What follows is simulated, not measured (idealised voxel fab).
process module | voxel gate over fins
cross-section cut | 275 nm wide | cells 5 nm
A cross-section is a grid of square cells, given in bands from the top down. A band is one or more rows of cells.
Each band's line starts with the height of the band's top and of its bottom, in nm. Then come its materials from left to right, each with its width in nm. One material with "throughout" fills the band from edge to edge. "air" is empty space.
Height 0 is the level under which the wafer as received is all one material. The lowest band goes on downwards, as in "0 down".
A width such as "30 to 40" changes by the same amount from each row of cells to the next, from the band's top row to its bottom row.
"no change" after a step means that no cell of the cross-section changed.
closed voids: empty space of 8 cells or more with no open way to the top, each as width x height at its distance from the left edge, in nm
after a step's settings: what the simulator itself notes on the step
overlay nm, on a step with a mask: how far to the right of its planned place the mask lay; to the left if negative
plan
1 op RECEIVE | material Si
2 op CONFORMAL_DEP | material SiN | thk nm 10
3 op PATTERN | tone cover | mask id FINS | material resist | width nm 15 | pitch nm 50 | thk nm 15 | overlay nm 0
4 op DIRECTIONAL_ETCH | etch materials SiN | depth nm 10
5 op DIRECTIONAL_ETCH | etch materials Si | depth nm 40
6 op STRIP | etch materials resist
7 op OXIDIZE | depth nm 5
8 op FILL_DEP | material SiO2 | thk nm 5
9 op CMP | height nm 10
10 op DIRECTIONAL_DEP | material aC | thk nm 10
11 op PATTERN | tone open | mask id RAIL | material resist | width nm 15 | thk nm 30 | overlay nm 0
12 op DIRECTIONAL_ETCH | etch materials aC | depth nm 10
13 op STRIP | etch materials resist
14 op DIRECTIONAL_ETCH | etch materials SiO2 | depth nm 45
15 op STRIP | etch materials aC
16 op CONFORMAL_DEP | material TiN | thk nm 5
17 op FILL_DEP | material Ru | thk nm 5
18 op CMP | height nm 10
19 op SELECTIVE_ETCH | etch materials W Ru TiN | depth nm 30
20 op FILL_DEP | material SiO2 | thk nm 5
21 op CMP | height nm 10
22 op SELECTIVE_ETCH | etch materials SiO2 | depth nm 20
23 op STRIP | etch materials SiN
24 op CONFORMAL_DEP | material HfO2 | thk nm 5
25 op CONFORMAL_DEP | material TiN | thk nm 5
26 op CONFORMAL_DEP | material TiAl | thk nm 5
27 op CONFORMAL_DEP | material TiN | thk nm 5
28 op FILL_DEP | material W | thk nm 15
29 op CMP | height nm 30
30 op CONFORMAL_DEP | material SiCN | thk nm 5
first wafer, as planned
as received, after step 1
  0 down: Si throughout
  closed voids: none
after step 2
  10 to 0: SiN throughout
  below 0: unchanged
after step 3
  25 to 10: air 55 | resist 15 | air 35 | resist 15 | air 35 | resist 15 | air 35 | resist 15 | air 55
  below 10: unchanged
after step 4
  25 to 10: air 55 | resist 15 | air 35 | resist 15 | air 35 | resist 15 | air 35 | resist 15 | air 55
  10 to 0: air 55 | SiN 15 | air 35 | SiN 15 | air 35 | SiN 15 | air 35 | SiN 15 | air 55
  below 0: unchanged
after step 5
  25 to 10: air 55 | resist 15 | air 35 | resist 15 | air 35 | resist 15 | air 35 | resist 15 | air 55
  10 to 0: air 55 | SiN 15 | air 35 | SiN 15 | air 35 | SiN 15 | air 35 | SiN 15 | air 55
  0 to -40: air 55 | Si 15 | air 35 | Si 15 | air 35 | Si 15 | air 35 | Si 15 | air 55
  below -40: unchanged
after step 6
  10 to 0: air 55 | SiN 15 | air 35 | SiN 15 | air 35 | SiN 15 | air 35 | SiN 15 | air 55
  below 0: unchanged
after step 7
  10 to 0: air 55 | SiN 15 | air 35 | SiN 15 | air 35 | SiN 15 | air 35 | SiN 15 | air 55
  0 to -40: air 55 | SiO2 5 | Si 5 | SiO2 5 | air 35 | SiO2 5 | Si 5 | SiO2 5 | air 35 | SiO2 5 | Si 5 | SiO2 5 | air 35 | SiO2 5 | Si 5 | SiO2 5 | air 55
  -40 to -45: SiO2 60 | Si 5 | SiO2 45 | Si 5 | SiO2 45 | Si 5 | SiO2 45 | Si 5 | SiO2 60
  below -45: unchanged
after step 8
  15 to 10: SiO2 throughout
  10 to 0: SiO2 55 | SiN 15 | SiO2 35 | SiN 15 | SiO2 35 | SiN 15 | SiO2 35 | SiN 15 | SiO2 55
  0 to -45: SiO2 60 | Si 5 | SiO2 45 | Si 5 | SiO2 45 | Si 5 | SiO2 45 | Si 5 | SiO2 60
  below -45: unchanged
after step 9
  10 to 0: SiO2 55 | SiN 15 | SiO2 35 | SiN 15 | SiO2 35 | SiN 15 | SiO2 35 | SiN 15 | SiO2 55
  below 0: unchanged
after step 10
  20 to 10: aC throughout
  below 10: unchanged
after step 11
  50 to 20: resist 80 | air 15 | resist 180
  below 20: unchanged
after step 12
  40 to 20: resist 80 | air 15 | resist 180
  20 to 10: aC 80 | air 15 | aC 180
  below 10: unchanged
after step 13
  20 to 10: aC 80 | air 15 | aC 180
  below 10: unchanged
after step 14
  20 to 10: aC 80 | air 15 | aC 180
  10 to 0: SiO2 55 | SiN 15 | SiO2 10 | air 15 | SiO2 10 | SiN 15 | SiO2 35 | SiN 15 | SiO2 35 | SiN 15 | SiO2 55
  0 to -35: SiO2 60 | Si 5 | SiO2 15 | air 15 | SiO2 15 | Si 5 | SiO2 45 | Si 5 | SiO2 45 | Si 5 | SiO2 60
  below -35: unchanged
after step 15
  10 to 0: SiO2 55 | SiN 15 | SiO2 10 | air 15 | SiO2 10 | SiN 15 | SiO2 35 | SiN 15 | SiO2 35 | SiN 15 | SiO2 55
  below 0: unchanged
after step 16
  15 to 10: TiN 85 | air 5 | TiN 185
  10 to 0: SiO2 55 | SiN 15 | SiO2 10 | TiN 5 | air 5 | TiN 5 | SiO2 10 | SiN 15 | SiO2 35 | SiN 15 | SiO2 35 | SiN 15 | SiO2 55
  0 to -30: SiO2 60 | Si 5 | SiO2 15 | TiN 5 | air 5 | TiN 5 | SiO2 15 | Si 5 | SiO2 45 | Si 5 | SiO2 45 | Si 5 | SiO2 60
  -30 to -35: SiO2 60 | Si 5 | SiO2 15 | TiN 15 | SiO2 15 | Si 5 | SiO2 45 | Si 5 | SiO2 45 | Si 5 | SiO2 60
  below -35: unchanged
after step 17
  20 to 15: Ru throughout
  15 to 10: TiN 85 | Ru 5 | TiN 185
  10 to 0: SiO2 55 | SiN 15 | SiO2 10 | TiN 5 | Ru 5 | TiN 5 | SiO2 10 | SiN 15 | SiO2 35 | SiN 15 | SiO2 35 | SiN 15 | SiO2 55
  0 to -30: SiO2 60 | Si 5 | SiO2 15 | TiN 5 | Ru 5 | TiN 5 | SiO2 15 | Si 5 | SiO2 45 | Si 5 | SiO2 45 | Si 5 | SiO2 60
  below -30: unchanged
after step 18
  10 to 0: SiO2 55 | SiN 15 | SiO2 10 | TiN 5 | Ru 5 | TiN 5 | SiO2 10 | SiN 15 | SiO2 35 | SiN 15 | SiO2 35 | SiN 15 | SiO2 55
  below 0: unchanged
after step 19
  10 to 0: SiO2 55 | SiN 15 | SiO2 10 | air 15 | SiO2 10 | SiN 15 | SiO2 35 | SiN 15 | SiO2 35 | SiN 15 | SiO2 55
  0 to -20: SiO2 60 | Si 5 | SiO2 15 | air 15 | SiO2 15 | Si 5 | SiO2 45 | Si 5 | SiO2 45 | Si 5 | SiO2 60
  below -20: unchanged
after step 20
  15 to 10: SiO2 throughout
  10 to 0: SiO2 55 | SiN 15 | SiO2 35 | SiN 15 | SiO2 35 | SiN 15 | SiO2 35 | SiN 15 | SiO2 55
  0 to -20: SiO2 60 | Si 5 | SiO2 45 | Si 5 | SiO2 45 | Si 5 | SiO2 45 | Si 5 | SiO2 60
  below -20: unchanged
after step 21
  10 to 0: SiO2 55 | SiN 15 | SiO2 35 | SiN 15 | SiO2 35 | SiN 15 | SiO2 35 | SiN 15 | SiO2 55
  below 0: unchanged
after step 22
  10 to 0: air 55 | SiN 15 | air 35 | SiN 15 | air 35 | SiN 15 | air 35 | SiN 15 | air 55
  0 to -10: air 60 | Si 5 | air 45 | Si 5 | air 45 | Si 5 | air 45 | Si 5 | air 60
  below -10: unchanged
after step 23
  0 to -10: air 60 | Si 5 | air 45 | Si 5 | air 45 | Si 5 | air 45 | Si 5 | air 60
  below -10: unchanged
after step 24
  5 to 0: air 55 | HfO2 15 | air 35 | HfO2 15 | air 35 | HfO2 15 | air 35 | HfO2 15 | air 55
  0 to -5: air 55 | HfO2 5 | Si 5 | HfO2 5 | air 35 | HfO2 5 | Si 5 | HfO2 5 | air 35 | HfO2 5 | Si 5 | HfO2 5 | air 35 | HfO2 5 | Si 5 | HfO2 5 | air 55
  -5 to -10: HfO2 60 | Si 5 | HfO2 45 | Si 5 | HfO2 45 | Si 5 | HfO2 45 | Si 5 | HfO2 60
  below -10: unchanged
after step 25
  10 to 5: air 50 | TiN 25 | air 25 | TiN 25 | air 25 | TiN 25 | air 25 | TiN 25 | air 50
  5 to 0: air 50 | TiN 5 | HfO2 15 | TiN 5 | air 25 | TiN 5 | HfO2 15 | TiN 5 | air 25 | TiN 5 | HfO2 15 | TiN 5 | air 25 | TiN 5 | HfO2 15 | TiN 5 | air 50
  0 to -5: TiN 55 | HfO2 5 | Si 5 | HfO2 5 | TiN 35 | HfO2 5 | Si 5 | HfO2 5 | TiN 35 | HfO2 5 | Si 5 | HfO2 5 | TiN 35 | HfO2 5 | Si 5 | HfO2 5 | TiN 55
  below -5: unchanged
after step 26
  15 to 10: air 45 | TiAl 35 | air 15 | TiAl 35 | air 15 | TiAl 35 | air 15 | TiAl 35 | air 45
  10 to 5: air 45 | TiAl 5 | TiN 25 | TiAl 5 | air 15 | TiAl 5 | TiN 25 | TiAl 5 | air 15 | TiAl 5 | TiN 25 | TiAl 5 | air 15 | TiAl 5 | TiN 25 | TiAl 5 | air 45
  5 to 0: TiAl 50 | TiN 5 | HfO2 15 | TiN 5 | TiAl 25 | TiN 5 | HfO2 15 | TiN 5 | TiAl 25 | TiN 5 | HfO2 15 | TiN 5 | TiAl 25 | TiN 5 | HfO2 15 | TiN 5 | TiAl 50
  below 0: unchanged
after step 27
  20 to 15: air 40 | TiN 45 | air 5 | TiN 45 | air 5 | TiN 45 | air 5 | TiN 45 | air 40
  15 to 10: air 40 | TiN 5 | TiAl 35 | TiN 5 | air 5 | TiN 5 | TiAl 35 | TiN 5 | air 5 | TiN 5 | TiAl 35 | TiN 5 | air 5 | TiN 5 | TiAl 35 | TiN 5 | air 40
  10 to 5: TiN 45 | TiAl 5 | TiN 25 | TiAl 5 | TiN 15 | TiAl 5 | TiN 25 | TiAl 5 | TiN 15 | TiAl 5 | TiN 25 | TiAl 5 | TiN 15 | TiAl 5 | TiN 25 | TiAl 5 | TiN 45
  below 5: unchanged
after step 28
  35 to 20: W throughout
  20 to 15: W 40 | TiN 45 | W 5 | TiN 45 | W 5 | TiN 45 | W 5 | TiN 45 | W 40
  15 to 10: W 40 | TiN 5 | TiAl 35 | TiN 5 | W 5 | TiN 5 | TiAl 35 | TiN 5 | W 5 | TiN 5 | TiAl 35 | TiN 5 | W 5 | TiN 5 | TiAl 35 | TiN 5 | W 40
  below 10: unchanged
after step 29
  30 to 20: W throughout
  below 20: unchanged
after step 30
  35 to 30: SiCN throughout
  below 30: unchanged
second wafer: like start, like plan, one mistake. Through step 10 it matches the first wafer
when step 11 should have ended
  50 to 20: resist 80 | air 20 | resist 175
  below 20: unchanged
when step 12 should have ended
  40 to 20: resist 80 | air 20 | resist 175
  20 to 10: aC 80 | air 20 | aC 175
  below 10: unchanged
when step 13 should have ended
  20 to 10: aC 80 | air 20 | aC 175
  below 10: unchanged
when step 14 should have ended
  20 to 10: aC 80 | air 20 | aC 175
  10 to 0: SiO2 55 | SiN 15 | SiO2 10 | air 20 | SiO2 5 | SiN 15 | SiO2 35 | SiN 15 | SiO2 35 | SiN 15 | SiO2 55
  0 to -35: SiO2 60 | Si 5 | SiO2 15 | air 20 | SiO2 10 | Si 5 | SiO2 45 | Si 5 | SiO2 45 | Si 5 | SiO2 60
  below -35: unchanged
when step 15 should have ended
  10 to 0: SiO2 55 | SiN 15 | SiO2 10 | air 20 | SiO2 5 | SiN 15 | SiO2 35 | SiN 15 | SiO2 35 | SiN 15 | SiO2 55
  below 0: unchanged
when step 16 should have ended
  15 to 10: TiN 85 | air 10 | TiN 180
  10 to 0: SiO2 55 | SiN 15 | SiO2 10 | TiN 5 | air 10 | TiN 5 | SiO2 5 | SiN 15 | SiO2 35 | SiN 15 | SiO2 35 | SiN 15 | SiO2 55
  0 to -30: SiO2 60 | Si 5 | SiO2 15 | TiN 5 | air 10 | TiN 5 | SiO2 10 | Si 5 | SiO2 45 | Si 5 | SiO2 45 | Si 5 | SiO2 60
  -30 to -35: SiO2 60 | Si 5 | SiO2 15 | TiN 20 | SiO2 10 | Si 5 | SiO2 45 | Si 5 | SiO2 45 | Si 5 | SiO2 60
  below -35: unchanged
when step 17 should have ended
  20 to 15: Ru throughout
  15 to 10: TiN 85 | Ru 10 | TiN 180
  10 to 0: SiO2 55 | SiN 15 | SiO2 10 | TiN 5 | Ru 10 | TiN 5 | SiO2 5 | SiN 15 | SiO2 35 | SiN 15 | SiO2 35 | SiN 15 | SiO2 55
  0 to -30: SiO2 60 | Si 5 | SiO2 15 | TiN 5 | Ru 10 | TiN 5 | SiO2 10 | Si 5 | SiO2 45 | Si 5 | SiO2 45 | Si 5 | SiO2 60
  below -30: unchanged
when step 18 should have ended
  10 to 0: SiO2 55 | SiN 15 | SiO2 10 | TiN 5 | Ru 10 | TiN 5 | SiO2 5 | SiN 15 | SiO2 35 | SiN 15 | SiO2 35 | SiN 15 | SiO2 55
  below 0: unchanged
when step 19 should have ended
  10 to 0: SiO2 55 | SiN 15 | SiO2 10 | air 20 | SiO2 5 | SiN 15 | SiO2 35 | SiN 15 | SiO2 35 | SiN 15 | SiO2 55
  0 to -20: SiO2 60 | Si 5 | SiO2 15 | air 20 | SiO2 10 | Si 5 | SiO2 45 | Si 5 | SiO2 45 | Si 5 | SiO2 60
  below -20: unchanged
when step 20 should have ended
  15 to 10: SiO2 throughout
  10 to 0: SiO2 55 | SiN 15 | SiO2 35 | SiN 15 | SiO2 35 | SiN 15 | SiO2 35 | SiN 15 | SiO2 55
  0 to -20: SiO2 60 | Si 5 | SiO2 45 | Si 5 | SiO2 45 | Si 5 | SiO2 45 | Si 5 | SiO2 60
  below -20: unchanged
when step 21 should have ended
  10 to 0: SiO2 55 | SiN 15 | SiO2 35 | SiN 15 | SiO2 35 | SiN 15 | SiO2 35 | SiN 15 | SiO2 55
  below 0: unchanged
when step 22 should have ended
  10 to 0: air 55 | SiN 15 | air 35 | SiN 15 | air 35 | SiN 15 | air 35 | SiN 15 | air 55
  0 to -10: air 60 | Si 5 | air 45 | Si 5 | air 45 | Si 5 | air 45 | Si 5 | air 60
  below -10: unchanged
when step 23 should have ended
  0 to -10: air 60 | Si 5 | air 45 | Si 5 | air 45 | Si 5 | air 45 | Si 5 | air 60
  below -10: unchanged
when step 24 should have ended
  5 to 0: air 55 | HfO2 15 | air 35 | HfO2 15 | air 35 | HfO2 15 | air 35 | HfO2 15 | air 55
  0 to -5: air 55 | HfO2 5 | Si 5 | HfO2 5 | air 35 | HfO2 5 | Si 5 | HfO2 5 | air 35 | HfO2 5 | Si 5 | HfO2 5 | air 35 | HfO2 5 | Si 5 | HfO2 5 | air 55
  -5 to -10: HfO2 60 | Si 5 | HfO2 45 | Si 5 | HfO2 45 | Si 5 | HfO2 45 | Si 5 | HfO2 60
  below -10: unchanged
when step 25 should have ended
  10 to 5: air 50 | TiN 25 | air 25 | TiN 25 | air 25 | TiN 25 | air 25 | TiN 25 | air 50
  5 to 0: air 50 | TiN 5 | HfO2 15 | TiN 5 | air 25 | TiN 5 | HfO2 15 | TiN 5 | air 25 | TiN 5 | HfO2 15 | TiN 5 | air 25 | TiN 5 | HfO2 15 | TiN 5 | air 50
  0 to -5: TiN 55 | HfO2 5 | Si 5 | HfO2 5 | TiN 35 | HfO2 5 | Si 5 | HfO2 5 | TiN 35 | HfO2 5 | Si 5 | HfO2 5 | TiN 35 | HfO2 5 | Si 5 | HfO2 5 | TiN 55
  below -5: unchanged
when step 26 should have ended
  15 to 10: air 45 | TiAl 35 | air 15 | TiAl 35 | air 15 | TiAl 35 | air 15 | TiAl 35 | air 45
  10 to 5: air 45 | TiAl 5 | TiN 25 | TiAl 5 | air 15 | TiAl 5 | TiN 25 | TiAl 5 | air 15 | TiAl 5 | TiN 25 | TiAl 5 | air 15 | TiAl 5 | TiN 25 | TiAl 5 | air 45
  5 to 0: TiAl 50 | TiN 5 | HfO2 15 | TiN 5 | TiAl 25 | TiN 5 | HfO2 15 | TiN 5 | TiAl 25 | TiN 5 | HfO2 15 | TiN 5 | TiAl 25 | TiN 5 | HfO2 15 | TiN 5 | TiAl 50
  below 0: unchanged
when step 27 should have ended
  20 to 15: air 40 | TiN 45 | air 5 | TiN 45 | air 5 | TiN 45 | air 5 | TiN 45 | air 40
  15 to 10: air 40 | TiN 5 | TiAl 35 | TiN 5 | air 5 | TiN 5 | TiAl 35 | TiN 5 | air 5 | TiN 5 | TiAl 35 | TiN 5 | air 5 | TiN 5 | TiAl 35 | TiN 5 | air 40
  10 to 5: TiN 45 | TiAl 5 | TiN 25 | TiAl 5 | TiN 15 | TiAl 5 | TiN 25 | TiAl 5 | TiN 15 | TiAl 5 | TiN 25 | TiAl 5 | TiN 15 | TiAl 5 | TiN 25 | TiAl 5 | TiN 45
  below 5: unchanged
when step 28 should have ended
  35 to 20: W throughout
  20 to 15: W 40 | TiN 45 | W 5 | TiN 45 | W 5 | TiN 45 | W 5 | TiN 45 | W 40
  15 to 10: W 40 | TiN 5 | TiAl 35 | TiN 5 | W 5 | TiN 5 | TiAl 35 | TiN 5 | W 5 | TiN 5 | TiAl 35 | TiN 5 | W 5 | TiN 5 | TiAl 35 | TiN 5 | W 40
  below 10: unchanged
when step 29 should have ended
  30 to 20: W throughout
  below 20: unchanged
when step 30 should have ended
  35 to 30: SiCN throughout
  below 30: unchanged
what went wrong: step 11 ran as: op PATTERN | tone open | mask id RAIL | material resist | width nm 20 | thk nm 30 | overlay nm 0
at the end the second wafer has, in cells: 2 more of Ru | 3 fewer of SiO2 | 1 more of TiN
